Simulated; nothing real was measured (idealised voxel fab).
process module | voxel transistor to metal
cross-section cut | 205 nm wide | cells 5 nm
A cross-section is a grid of square cells, given in bands from the top down. A band is one or more rows of cells.
Each band's line starts with the height of the band's top and of its bottom, in nm. Then come its materials from left to right, each with its width in nm. One material with "throughout" fills the band from edge to edge. "air" is empty space.
Height 0 is the level under which the wafer as received is all one material. The lowest band goes on downwards, as in "0 down".
A width such as "30 to 40" changes by the same amount from each row of cells to the next, from the band's top row to its bottom row.
"no change" after a step means that no cell of the cross-section changed.
closed voids: empty space of 8 cells or more with no open way to the top, each as width x height at its distance from the left edge, in nm
after a step's settings: what the simulator itself notes on the step
overlay nm, on a step with a mask: how far to the right of its planned place the mask lay; to the left if negative
plan
1 op RECEIVE | material Si
2 op OXIDIZE | depth nm 5
3 op CONFORMAL_DEP | material SiN | thk nm 15
4 op PATTERN | tone cover | mask id ACTIVE | material resist | width nm 105 | thk nm 20 | overlay nm 0
5 op DIRECTIONAL_ETCH | etch materials SiN | depth nm 15
6 op DIRECTIONAL_ETCH | etch materials SiO2 | depth nm 5
7 op DIRECTIONAL_ETCH | etch materials Si | depth nm 35
8 op STRIP | etch materials resist
9 op FILL_DEP | material SiO2 | thk nm 10
10 op CMP | height nm 15
11 op SELECTIVE_ETCH | etch materials SiO2 | depth nm 15
12 op STRIP | etch materials SiN
13 op SELECTIVE_ETCH | etch materials SiO2 | depth nm 5
14 op OXIDIZE | depth nm 5
15 op DIRECTIONAL_DEP | material polySi | thk nm 20
16 op DIRECTIONAL_DEP | material SiCN | thk nm 15
17 op MASKED_ETCH | tone cover | mask id GATE | width nm 35 | etch materials SiCN | depth nm 25 | overlay nm 0
18 op MASKED_ETCH | tone cover | mask id GATE | width nm 35 | etch materials polySi | depth nm 30 | overlay nm 0
19 op CONFORMAL_DEP | material SiN | thk nm 10
20 op DIRECTIONAL_ETCH | etch materials SiN | depth nm 10
21 op DIRECTIONAL_ETCH | etch materials SiO2 | depth nm 5
22 op DIRECTIONAL_ETCH | etch materials Si | depth nm 10
23 op EPI | material SiGe | thk nm 10
24 op FILL_DEP | material SiO2 | thk nm 5
25 op CMP | height nm 15
26 op STRIP | etch materials polySi
27 op SELECTIVE_ETCH | etch materials SiO2 | depth nm 5
28 op CONFORMAL_DEP | material HfO2 | thk nm 5
29 op CONFORMAL_DEP | material TiN | thk nm 5
30 op FILL_DEP | material W | thk nm 5
31 op CMP | height nm 10
32 op DIRECTIONAL_DEP | material SiO2 | thk nm 10
33 op MASKED_ETCH | tone open | mask id CONTACT | width nm 15 | pitch nm 80 | etch materials SiO2 | depth nm 30 | overlay nm 0
34 op CONFORMAL_DEP | material TiN | thk nm 5
35 op FILL_DEP | material W | thk nm 10
36 op CMP | height nm 20
37 op CONFORMAL_DEP | material SiCN | thk nm 5
38 op DIRECTIONAL_DEP | material SiO2 | thk nm 20
39 op DIRECTIONAL_DEP | material aC | thk nm 15
40 op PATTERN | tone open | mask id METAL_1 | material resist | width nm 15 | pitch nm 80 | thk nm 30 | overlay nm 0
41 op DIRECTIONAL_ETCH | etch materials aC | depth nm 15
42 op STRIP | etch materials resist
43 op DIRECTIONAL_ETCH | etch materials SiO2 | depth nm 20
44 op DIRECTIONAL_ETCH | etch materials SiCN | depth nm 5
45 op STRIP | etch materials aC
46 op CONFORMAL_DEP | material TiN | thk nm 5
47 op FILL_DEP | material W | thk nm 5
48 op CMP | height nm 45
49 op EPI | material Ru | thk nm 5
50 op FILL_DEP | material SiCN | thk nm 5
51 op DIRECTIONAL_DEP | material SiO2 | thk nm 25
52 op DIRECTIONAL_DEP | material aC | thk nm 15
53 op PATTERN | tone open | mask id METAL_2 | material resist | width nm 15 | pitch nm 80 | thk nm 35 | overlay nm 0
54 op DIRECTIONAL_ETCH | etch materials aC | depth nm 15
55 op STRIP | etch materials resist
56 op DIRECTIONAL_ETCH | etch materials SiO2 | depth nm 15
57 op STRIP | etch materials aC
58 op PATTERN | tone open | mask id METAL_2_HOLES | material resist | width nm 15 | pitch nm 80 | thk nm 20 | overlay nm 0
59 op DIRECTIONAL_ETCH | etch materials SiO2 | depth nm 10
60 op DIRECTIONAL_ETCH | etch materials SiCN | depth nm 5
61 op STRIP | etch materials resist
62 op CONFORMAL_DEP | material TiN | thk nm 5
63 op FILL_DEP | material Ru | thk nm 5
64 op CMP | height nm 80
65 op CONFORMAL_DEP | material SiCN | thk nm 5
first wafer, as planned
as received, after step 1
  0 down: Si throughout
  closed voids: none
after step 2
  0 to -5: SiO2 throughout
  below -5: unchanged
after step 3
  15 to 0: SiN throughout
  below 0: unchanged
after step 4
  35 to 15: air 50 | resist 105 | air 50
  below 15: unchanged
after step 5
  35 to 15: air 50 | resist 105 | air 50
  15 to 0: air 50 | SiN 105 | air 50
  below 0: unchanged
after step 6
  35 to 15: air 50 | resist 105 | air 50
  15 to 0: air 50 | SiN 105 | air 50
  0 to -5: air 50 | SiO2 105 | air 50
  below -5: unchanged
after step 7
  35 to 15: air 50 | resist 105 | air 50
  15 to 0: air 50 | SiN 105 | air 50
  0 to -5: air 50 | SiO2 105 | air 50
  -5 to -40: air 50 | Si 105 | air 50
  below -40: unchanged
after step 8
  15 to 0: air 50 | SiN 105 | air 50
  below 0: unchanged
after step 9
  25 to 15: SiO2 throughout
  15 to 0: SiO2 50 | SiN 105 | SiO2 50
  0 to -5: SiO2 throughout
  -5 to -40: SiO2 50 | Si 105 | SiO2 50
  below -40: unchanged
after step 10
  15 to 0: SiO2 50 | SiN 105 | SiO2 50
  below 0: unchanged
after step 11
  15 to 0: air 50 | SiN 105 | air 50
  below 0: unchanged
after step 12
  0 to -5: SiO2 throughout
  below -5: unchanged
after step 13
  -5 to -40: SiO2 50 | Si 105 | SiO2 50
  below -40: unchanged
after step 14
  -5 to -10: SiO2 throughout
  below -10: unchanged
after step 15
  15 to -5: polySi throughout
  below -5: unchanged
after step 16
  30 to 15: SiCN throughout
  below 15: unchanged
after step 17
  30 to 15: air 85 | SiCN 35 | air 85
  below 15: unchanged
after step 18
  30 to 15: air 85 | SiCN 35 | air 85
  15 to -5: air 85 | polySi 35 | air 85
  below -5: unchanged
after step 19
  40 to 30: air 75 | SiN 55 | air 75
  30 to 15: air 75 | SiN 10 | SiCN 35 | SiN 10 | air 75
  15 to 5: air 75 | SiN 10 | polySi 35 | SiN 10 | air 75
  5 to -5: SiN 85 | polySi 35 | SiN 85
  below -5: unchanged
after step 20
  30 to 15: air 75 | SiN 10 | SiCN 35 | SiN 10 | air 75
  15 to -5: air 75 | SiN 10 | polySi 35 | SiN 10 | air 75
  below -5: unchanged
after step 21
  30 to 15: air 75 | SiN 10 | SiCN 35 | SiN 10 | air 75
  15 to -5: air 75 | SiN 10 | polySi 35 | SiN 10 | air 75
  -5 to -10: air 75 | SiO2 55 | air 75
  below -10: unchanged
after step 22
  30 to 15: air 75 | SiN 10 | SiCN 35 | SiN 10 | air 75
  15 to -5: air 75 | SiN 10 | polySi 35 | SiN 10 | air 75
  -5 to -10: air 75 | SiO2 55 | air 75
  -10 to -20: SiO2 50 | air 25 | Si 55 | air 25 | SiO2 50
  below -20: unchanged
after step 23
  30 to 15: air 75 | SiN 10 | SiCN 35 | SiN 10 | air 75
  15 to 0: air 75 | SiN 10 | polySi 35 | SiN 10 | air 75
  0 to -5: air 65 | SiGe 10 | SiN 10 | polySi 35 | SiN 10 | SiGe 10 | air 65
  -5 to -10: air 65 | SiGe 10 | SiO2 55 | SiGe 10 | air 65
  -10 to -20: SiO2 50 | SiGe 25 | Si 55 | SiGe 25 | SiO2 50
  below -20: unchanged
after step 24
  35 to 30: SiO2 throughout
  30 to 15: SiO2 75 | SiN 10 | SiCN 35 | SiN 10 | SiO2 75
  15 to 0: SiO2 75 | SiN 10 | polySi 35 | SiN 10 | SiO2 75
  0 to -5: SiO2 65 | SiGe 10 | SiN 10 | polySi 35 | SiN 10 | SiGe 10 | SiO2 65
  -5 to -10: SiO2 65 | SiGe 10 | SiO2 55 | SiGe 10 | SiO2 65
  below -10: unchanged
after step 25
  15 to 0: SiO2 75 | SiN 10 | polySi 35 | SiN 10 | SiO2 75
  below 0: unchanged
after step 26
  15 to 0: SiO2 75 | SiN 10 | air 35 | SiN 10 | SiO2 75
  0 to -5: SiO2 65 | SiGe 10 | SiN 10 | air 35 | SiN 10 | SiGe 10 | SiO2 65
  below -5: unchanged
after step 27
  15 to 10: air 75 | SiN 10 | air 35 | SiN 10 | air 75
  10 to 0: SiO2 75 | SiN 10 | air 35 | SiN 10 | SiO2 75
  0 to -5: SiO2 65 | SiGe 10 | SiN 10 | air 35 | SiN 10 | SiGe 10 | SiO2 65
  -5 to -10: SiO2 65 | SiGe 10 | SiO2 5 | air 45 | SiO2 5 | SiGe 10 | SiO2 65
  below -10: unchanged
after step 28
  20 to 15: air 70 | HfO2 20 | air 25 | HfO2 20 | air 70
  15 to 10: HfO2 75 | SiN 10 | HfO2 5 | air 25 | HfO2 5 | SiN 10 | HfO2 75
  10 to 0: SiO2 75 | SiN 10 | HfO2 5 | air 25 | HfO2 5 | SiN 10 | SiO2 75
  0 to -5: SiO2 65 | SiGe 10 | SiN 10 | HfO2 5 | air 25 | HfO2 5 | SiN 10 | SiGe 10 | SiO2 65
  -5 to -10: SiO2 65 | SiGe 10 | SiO2 5 | HfO2 45 | SiO2 5 | SiGe 10 | SiO2 65
  below -10: unchanged
after step 29
  25 to 20: air 65 | TiN 30 | air 15 | TiN 30 | air 65
  20 to 15: TiN 70 | HfO2 20 | TiN 5 | air 15 | TiN 5 | HfO2 20 | TiN 70
  15 to 10: HfO2 75 | SiN 10 | HfO2 5 | TiN 5 | air 15 | TiN 5 | HfO2 5 | SiN 10 | HfO2 75
  10 to 0: SiO2 75 | SiN 10 | HfO2 5 | TiN 5 | air 15 | TiN 5 | HfO2 5 | SiN 10 | SiO2 75
  0 to -5: SiO2 65 | SiGe 10 | SiN 10 | HfO2 5 | TiN 25 | HfO2 5 | SiN 10 | SiGe 10 | SiO2 65
  below -5: unchanged
after step 30
  30 to 25: W throughout
  25 to 20: W 65 | TiN 30 | W 15 | TiN 30 | W 65
  20 to 15: TiN 70 | HfO2 20 | TiN 5 | W 15 | TiN 5 | HfO2 20 | TiN 70
  15 to 10: HfO2 75 | SiN 10 | HfO2 5 | TiN 5 | W 15 | TiN 5 | HfO2 5 | SiN 10 | HfO2 75
  10 to 0: SiO2 75 | SiN 10 | HfO2 5 | TiN 5 | W 15 | TiN 5 | HfO2 5 | SiN 10 | SiO2 75
  below 0: unchanged
after step 31
  10 to 0: SiO2 75 | SiN 10 | HfO2 5 | TiN 5 | W 15 | TiN 5 | HfO2 5 | SiN 10 | SiO2 75
  below 0: unchanged
after step 32
  20 to 10: SiO2 throughout
  below 10: unchanged
after step 33
  20 to 10: SiO2 55 | air 15 | SiO2 65 | air 15 | SiO2 55
  10 to 0: SiO2 55 | air 15 | SiO2 5 | SiN 10 | HfO2 5 | TiN 5 | W 15 | TiN 5 | HfO2 5 | SiN 10 | SiO2 5 | air 15 | SiO2 55
  0 to -5: SiO2 55 | air 10 | SiGe 10 | SiN 10 | HfO2 5 | TiN 25 | HfO2 5 | SiN 10 | SiGe 10 | air 10 | SiO2 55
  -5 to -10: SiO2 55 | air 10 | SiGe 10 | SiO2 5 | HfO2 45 | SiO2 5 | SiGe 10 | air 10 | SiO2 55
  below -10: unchanged
after step 34
  25 to 20: TiN 60 | air 5 | TiN 75 | air 5 | TiN 60
  20 to 10: SiO2 55 | TiN 5 | air 5 | TiN 5 | SiO2 65 | TiN 5 | air 5 | TiN 5 | SiO2 55
  10 to 5: SiO2 55 | TiN 5 | air 5 | TiN 5 | SiO2 5 | SiN 10 | HfO2 5 | TiN 5 | W 15 | TiN 5 | HfO2 5 | SiN 10 | SiO2 5 | TiN 5 | air 5 | TiN 5 | SiO2 55
  5 to 0: SiO2 55 | TiN 15 | SiO2 5 | SiN 10 | HfO2 5 | TiN 5 | W 15 | TiN 5 | HfO2 5 | SiN 10 | SiO2 5 | TiN 15 | SiO2 55
  0 to -5: SiO2 55 | TiN 10 | SiGe 10 | SiN 10 | HfO2 5 | TiN 25 | HfO2 5 | SiN 10 | SiGe 10 | TiN 10 | SiO2 55
  -5 to -10: SiO2 55 | TiN 10 | SiGe 10 | SiO2 5 | HfO2 45 | SiO2 5 | SiGe 10 | TiN 10 | SiO2 55
  below -10: unchanged
after step 35
  35 to 25: W throughout
  25 to 20: TiN 60 | W 5 | TiN 75 | W 5 | TiN 60
  20 to 10: SiO2 55 | TiN 5 | W 5 | TiN 5 | SiO2 65 | TiN 5 | W 5 | TiN 5 | SiO2 55
  10 to 5: SiO2 55 | TiN 5 | W 5 | TiN 5 | SiO2 5 | SiN 10 | HfO2 5 | TiN 5 | W 15 | TiN 5 | HfO2 5 | SiN 10 | SiO2 5 | TiN 5 | W 5 | TiN 5 | SiO2 55
  below 5: unchanged
after step 36
  20 to 10: SiO2 55 | TiN 5 | W 5 | TiN 5 | SiO2 65 | TiN 5 | W 5 | TiN 5 | SiO2 55
  below 10: unchanged
after step 37
  25 to 20: SiCN throughout
  below 20: unchanged
after step 38
  45 to 25: SiO2 throughout
  below 25: unchanged
after step 39
  60 to 45: aC throughout
  below 45: unchanged
after step 40
  90 to 60: resist 55 | air 15 | resist 65 | air 15 | resist 55
  below 60: unchanged
after step 41
  75 to 60: resist 55 | air 15 | resist 65 | air 15 | resist 55
  60 to 45: aC 55 | air 15 | aC 65 | air 15 | aC 55
  below 45: unchanged
after step 42
  60 to 45: aC 55 | air 15 | aC 65 | air 15 | aC 55
  below 45: unchanged
after step 43
  60 to 45: aC 55 | air 15 | aC 65 | air 15 | aC 55
  45 to 25: SiO2 55 | air 15 | SiO2 65 | air 15 | SiO2 55
  below 25: unchanged
after step 44
  60 to 45: aC 55 | air 15 | aC 65 | air 15 | aC 55
  45 to 25: SiO2 55 | air 15 | SiO2 65 | air 15 | SiO2 55
  25 to 20: SiCN 55 | air 15 | SiCN 65 | air 15 | SiCN 55
  below 20: unchanged
after step 45
  45 to 25: SiO2 55 | air 15 | SiO2 65 | air 15 | SiO2 55
  below 25: unchanged
after step 46
  50 to 45: TiN 60 | air 5 | TiN 75 | air 5 | TiN 60
  45 to 25: SiO2 55 | TiN 5 | air 5 | TiN 5 | SiO2 65 | TiN 5 | air 5 | TiN 5 | SiO2 55
  25 to 20: SiCN 55 | TiN 15 | SiCN 65 | TiN 15 | SiCN 55
  below 20: unchanged
after step 47
  55 to 50: W throughout
  50 to 45: TiN 60 | W 5 | TiN 75 | W 5 | TiN 60
  45 to 25: SiO2 55 | TiN 5 | W 5 | TiN 5 | SiO2 65 | TiN 5 | W 5 | TiN 5 | SiO2 55
  below 25: unchanged
after step 48
  45 to 25: SiO2 55 | TiN 5 | W 5 | TiN 5 | SiO2 65 | TiN 5 | W 5 | TiN 5 | SiO2 55
  below 25: unchanged
after step 49
  50 to 45: air 50 | Ru 25 | air 55 | Ru 25 | air 50
  below 45: unchanged
after step 50
  55 to 50: SiCN throughout
  50 to 45: SiCN 50 | Ru 25 | SiCN 55 | Ru 25 | SiCN 50
  below 45: unchanged
after step 51
  80 to 55: SiO2 throughout
  below 55: unchanged
after step 52
  95 to 80: aC throughout
  below 80: unchanged
after step 53
  130 to 95: resist 55 | air 15 | resist 65 | air 15 | resist 55
  below 95: unchanged
after step 54
  115 to 95: resist 55 | air 15 | resist 65 | air 15 | resist 55
  95 to 80: aC 55 | air 15 | aC 65 | air 15 | aC 55
  below 80: unchanged
after step 55
  95 to 80: aC 55 | air 15 | aC 65 | air 15 | aC 55
  below 80: unchanged
after step 56
  95 to 80: aC 55 | air 15 | aC 65 | air 15 | aC 55
  80 to 65: SiO2 55 | air 15 | SiO2 65 | air 15 | SiO2 55
  below 65: unchanged
after step 57
  80 to 65: SiO2 55 | air 15 | SiO2 65 | air 15 | SiO2 55
  below 65: unchanged
after step 58
  100 to 80: resist 55 | air 15 | resist 65 | air 15 | resist 55
  below 80: unchanged
after step 59
  100 to 80: resist 55 | air 15 | resist 65 | air 15 | resist 55
  80 to 55: SiO2 55 | air 15 | SiO2 65 | air 15 | SiO2 55
  below 55: unchanged
after step 60
  100 to 80: resist 55 | air 15 | resist 65 | air 15 | resist 55
  80 to 55: SiO2 55 | air 15 | SiO2 65 | air 15 | SiO2 55
  55 to 50: SiCN 55 | air 15 | SiCN 65 | air 15 | SiCN 55
  below 50: unchanged
after step 61
  80 to 55: SiO2 55 | air 15 | SiO2 65 | air 15 | SiO2 55
  below 55: unchanged
after step 62
  85 to 80: TiN 60 | air 5 | TiN 75 | air 5 | TiN 60
  80 to 55: SiO2 55 | TiN 5 | air 5 | TiN 5 | SiO2 65 | TiN 5 | air 5 | TiN 5 | SiO2 55
  55 to 50: SiCN 55 | TiN 15 | SiCN 65 | TiN 15 | SiCN 55
  below 50: unchanged
after step 63
  90 to 85: Ru throughout
  85 to 80: TiN 60 | Ru 5 | TiN 75 | Ru 5 | TiN 60
  80 to 55: SiO2 55 | TiN 5 | Ru 5 | TiN 5 | SiO2 65 | TiN 5 | Ru 5 | TiN 5 | SiO2 55
  below 55: unchanged
after step 64
  80 to 55: SiO2 55 | TiN 5 | Ru 5 | TiN 5 | SiO2 65 | TiN 5 | Ru 5 | TiN 5 | SiO2 55
  below 55: unchanged
after step 65
  85 to 80: SiCN throughout
  below 80: unchanged
second wafer: like start, like plan, one mistake. Through step 52 it matches the first wafer
when step 53 should have ended
  130 to 95: air 55 | resist 15 | air 65 | resist 15 | air 55
  below 95: unchanged
when step 54 should have ended
  115 to 95: air 55 | resist 15 | air 65 | resist 15 | air 55
  95 to 80: air 55 | aC 15 | air 65 | aC 15 | air 55
  below 80: unchanged
when step 55 should have ended
  95 to 80: air 55 | aC 15 | air 65 | aC 15 | air 55
  below 80: unchanged
when step 56 should have ended
  95 to 80: air 55 | aC 15 | air 65 | aC 15 | air 55
  80 to 65: air 55 | SiO2 15 | air 65 | SiO2 15 | air 55
  below 65: unchanged
when step 57 should have ended
  80 to 65: air 55 | SiO2 15 | air 65 | SiO2 15 | air 55
  below 65: unchanged
when step 58 should have ended
  100 to 80: resist 55 | air 15 | resist 65 | air 15 | resist 55
  80 to 65: resist 55 | SiO2 15 | resist 65 | SiO2 15 | resist 55
  below 65: unchanged
when step 59 should have ended
  100 to 70: resist 55 | air 15 | resist 65 | air 15 | resist 55
  below 70: unchanged
when step 60 should have ended: no change
when step 61 should have ended
  70 to 65: air 55 | SiO2 15 | air 65 | SiO2 15 | air 55
  below 65: unchanged
when step 62 should have ended
  75 to 70: air 50 | TiN 25 | air 55 | TiN 25 | air 50
  70 to 65: TiN 55 | SiO2 15 | TiN 65 | SiO2 15 | TiN 55
  below 65: unchanged
when step 63 should have ended
  80 to 75: Ru throughout
  75 to 70: Ru 50 | TiN 25 | Ru 55 | TiN 25 | Ru 50
  below 70: unchanged
when step 64 should have ended: no change
when step 65 should have ended
  85 to 80: SiCN throughout
  below 80: unchanged
what went wrong: step 53 ran as: op PATTERN | tone cover | mask id METAL_2 | material resist | width nm 15 | pitch nm 80 | thk nm 35 | overlay nm 0
at the end the second wafer has, in cells: 62 more of Ru | 6 more of SiCN | 87 fewer of SiO2 | 19 more of TiN
